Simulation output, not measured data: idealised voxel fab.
Presented below is a process module, voxel capacitor over wiring.
This is section cut - it's 220 nm across, gridded in 5 nm square cells.
Cross-sections here: square-cell grids, written as top-down lists of bands, a band being one or more rows of cells. Read a band's entry like this: the first values are the height of its top and the height of its bottom in nm, and what follows is the sequence of materials from left to right, each with its width in nm. Note that "empty" is empty space, and that a single material marked "everywhere" reaches across the band from edge to edge. Convention: height 0 is the level below which the wafer, as received, is all one material. The lowest band does not terminate at the bottom but continues downward, represented as "0 nm and below". Think of "30 to 40" as a width that walks from the first number to the second as you go down the band, top row to bottom row, taking equal-sized steps from row to row. Take "nothing altered" at face value: in the step it is given for, the cross-section changed in none of its cells. This entry, "Closed void list", enumerates those empty regions of no fewer than 8 cells that possess no open connection to the top. Each region is reported in the form width x height at distance, the distance being taken from the left edge, with all three quantities expressed in nm. Text after the settings on a step's line: the simulator's own remark on that step. On any step carrying a mask, the "overlay nm" setting, if present on the step's line, tells how far right of its planned place the mask lay; negative values point to the left.
### The process steps that were planned are listed below
1) RECEIVE [material Si]
2) CONFORMAL_DEP [material SiO2] [thk nm 10]
3) DIRECTIONAL_DEP [material TiN] [thk nm 5]
4) DIRECTIONAL_DEP [material W] [thk nm 20]
5) DIRECTIONAL_DEP [material aC] [thk nm 10]
6) PATTERN [tone cover] [mask id METAL_1] [material resist] [width nm 20] [pitch nm 70] [thk nm 30] [overlay nm 0]
7) DIRECTIONAL_ETCH [etch materials aC] [depth nm 10]
8) STRIP [etch materials resist]
9) DIRECTIONAL_ETCH [etch materials W] [depth nm 20]
10) DIRECTIONAL_ETCH [etch materials TiN] [depth nm 5]
11) STRIP [etch materials aC]
12) FILL_DEP [material SiO2] [thk nm 10]
13) CMP [height nm 35]
14) CONFORMAL_DEP [material SiCN] [thk nm 5]
15) DIRECTIONAL_DEP [material SiO2] [thk nm 20]
16) PATTERN [tone open] [mask id PLUG_1] [material resist] [width nm 15] [thk nm 20] [overlay nm 0]
17) DIRECTIONAL_ETCH [etch materials SiO2] [depth nm 20]
18) DIRECTIONAL_ETCH [etch materials SiCN] [depth nm 5]
19) STRIP [etch materials resist]
20) CONFORMAL_DEP [material TiN] [thk nm 5]
21) FILL_DEP [material Cu] [thk nm 5]
22) CMP [height nm 60]
23) DIRECTIONAL_DEP [material TiN] [thk nm 10]
24) DIRECTIONAL_DEP [material HfO2] [thk nm 5]
25) DIRECTIONAL_DEP [material TiN] [thk nm 5]
26) MASKED_ETCH [tone cover] [mask id UPPER_PLATE] [width nm 55] [etch materials TiN] [depth nm 5] [overlay nm 0]
27) MASKED_ETCH [tone cover] [mask id UPPER_PLATE] [width nm 55] [etch materials HfO2] [depth nm 5] [overlay nm 0]
28) MASKED_ETCH [tone cover] [mask id LOWER_PLATE] [width nm 65] [etch materials TiN] [depth nm 10] [overlay nm 0]
29) FILL_DEP [material SiO2] [thk nm 20]
30) CMP [height nm 95]
31) PATTERN [tone open] [mask id PLUG_2] [material resist] [width nm 15] [thk nm 15] [overlay nm 0]
32) DIRECTIONAL_ETCH [etch materials SiO2] [depth nm 15]
33) STRIP [etch materials resist]
34) CONFORMAL_DEP [material TiN] [thk nm 5]
35) FILL_DEP [material Cu] [thk nm 10]
36) CMP [height nm 95]
37) CONFORMAL_DEP [material SiN] [thk nm 5]
### Delivered wafer in cross-section: state after step 1
    0 nm and below: Si everywhere
    Closed void list: none
### The first of two wafers, cross-sectioned at the end of the module, with the run proceeding as planned
    100 nm to 95 nm: SiN everywhere
    95 nm to 85 nm: 80 SiO2 / 5 TiN / 5 Cu / 5 TiN / 125 SiO2
    85 nm to 75 nm: 80 to 70 SiO2 / 15 to 55 TiN / 125 to 95 SiO2
    75 nm to 70 nm: 70 SiO2 / 55 HfO2 / 95 SiO2
    70 nm to 60 nm: 65 SiO2 / 65 TiN / 90 SiO2
    60 nm to 40 nm: 70 SiO2 / 5 TiN / 5 Cu / 5 TiN / 135 SiO2
    40 nm to 35 nm: 70 SiCN / 15 TiN / 135 SiCN
    35 nm to 15 nm: 65 SiO2 / 20 W / 50 SiO2 / 20 W / 65 SiO2
    15 nm to 10 nm: 65 SiO2 / 20 TiN / 50 SiO2 / 20 TiN / 65 SiO2
    10 nm to 0 nm: SiO2 everywhere
    0 nm and below: Si everywhere
    Closed void list: none
### The second wafer, shown in cross-section after the module: started the same way as the first and given the same plan, yet one mistake crept into how it was run
    100 nm to 95 nm: SiN everywhere
    95 nm to 85 nm: 80 SiO2 / 5 TiN / 5 Cu / 5 TiN / 125 SiO2
    85 nm to 75 nm: 80 to 70 SiO2 / 15 to 55 TiN / 125 to 95 SiO2
    75 nm to 70 nm: 70 SiO2 / 55 HfO2 / 95 SiO2
    70 nm to 60 nm: 65 SiO2 / 65 TiN / 90 SiO2
    60 nm to 40 nm: 70 SiO2 / 5 TiN / 5 SiN / 5 TiN / 135 SiO2
    40 nm to 35 nm: 70 SiCN / 15 TiN / 135 SiCN
    35 nm to 15 nm: 65 SiO2 / 20 W / 50 SiO2 / 20 W / 65 SiO2
    15 nm to 10 nm: 65 SiO2 / 20 TiN / 50 SiO2 / 20 TiN / 65 SiO2
    10 nm to 0 nm: SiO2 everywhere
    0 nm and below: Si everywhere
    Closed void list: none
Finding, execution versus plan: planned and actual differ for step 21; actual: FILL_DEP [material SiN] [thk nm 5]
Final wafer comparison in cells, second versus first, more or fewer per material: Cu: 4 fewer, SiN: 4 more
